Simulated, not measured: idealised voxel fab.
Module name: voxel ribs on slabs (process module)
It is cross-section cut that appears here, measuring 275 nm in width, its square cells being 5 nm in size.
Cross-section, as written here: a square-cell grid given band by band from the top down, where a band holds one or more rows of cells. This entry defines a band. It first specifies the height of the band's top and the height of its bottom in nm, and then specifies the band's materials from left to right, stating each material with its width in nm. The word "all across" identifies a single material that fills the band from edge to edge, while the word "air" identifies empty space. Heights are reckoned from 0. Under this level, the received wafer is all of one material. The bottommost band is open-ended downward, for example "0 and below". With a width like "30 to 40", each row of cells in the band differs from the next by the same amount, the top row carrying the first number and the bottom row the second. "nothing was modified" (step): cross-section cells unchanged, all of them. Under "Closed internal cavities" you'll find the enclosed gaps, the ones with no way out to the top, that are 8 cells or bigger; each reads width x height at distance, with distance counted from the left edge, everything in nm. It should be noted that, on the line of a given step, the content following the step's settings is a remark produced by the simulator itself with respect to that step. The optional step-line setting "overlay nm" applies to steps with a mask and quantifies how far to the right of its planned location the mask lay, a negative value indicating leftward placement.

# The steps planned for the process are as follows
1) op RECEIVE | material Si
2) op DIRECTIONAL_DEP | material SiO2 | thk nm 20
3) op DIRECTIONAL_DEP | material SiN | thk nm 20
4) op MASKED_ETCH | tone cover | mask id RIB | width nm 25 | etch materials SiN | depth nm 10 | overlay nm 0
5) op MASKED_ETCH | tone cover | mask id SLAB | width nm 55 | etch materials SiN | depth nm 10 | overlay nm 0
6) op FILL_DEP | material SiO2 | thk nm 25
7) op CMP | height nm 60
8) op DIRECTIONAL_DEP | material TiN | thk nm 5
9) op PATTERN | tone cover | mask id HEATER | material resist | width nm 35 | thk nm 20 | overlay nm 0
10) op DIRECTIONAL_ETCH | etch materials TiN | depth nm 5
11) op STRIP | etch materials resist
12) op CONFORMAL_DEP | material SiN | thk nm 10

# Shown in cross-section is the wafer as received, that is, as it stands after step 1
    0 and below | Si all across
    Closed internal cavities: none

# a wafer at the end: this start, this plan, one mistake
    75 down to 70 | 110 nm air; 55 nm SiN; 110 nm air
    70 down to 65 | SiN all across
    65 down to 60 | 120 nm SiN; 35 nm TiN; 120 nm SiN
    60 down to 50 | 125 nm SiO2; 25 nm SiN; 125 nm SiO2
    50 down to 40 | 110 nm SiO2; 55 nm SiN; 110 nm SiO2
    40 down to 0 | SiO2 all across
    0 and below | Si all across
    Closed internal cavities: none
Short version of what went wrong: step 2 was run twice
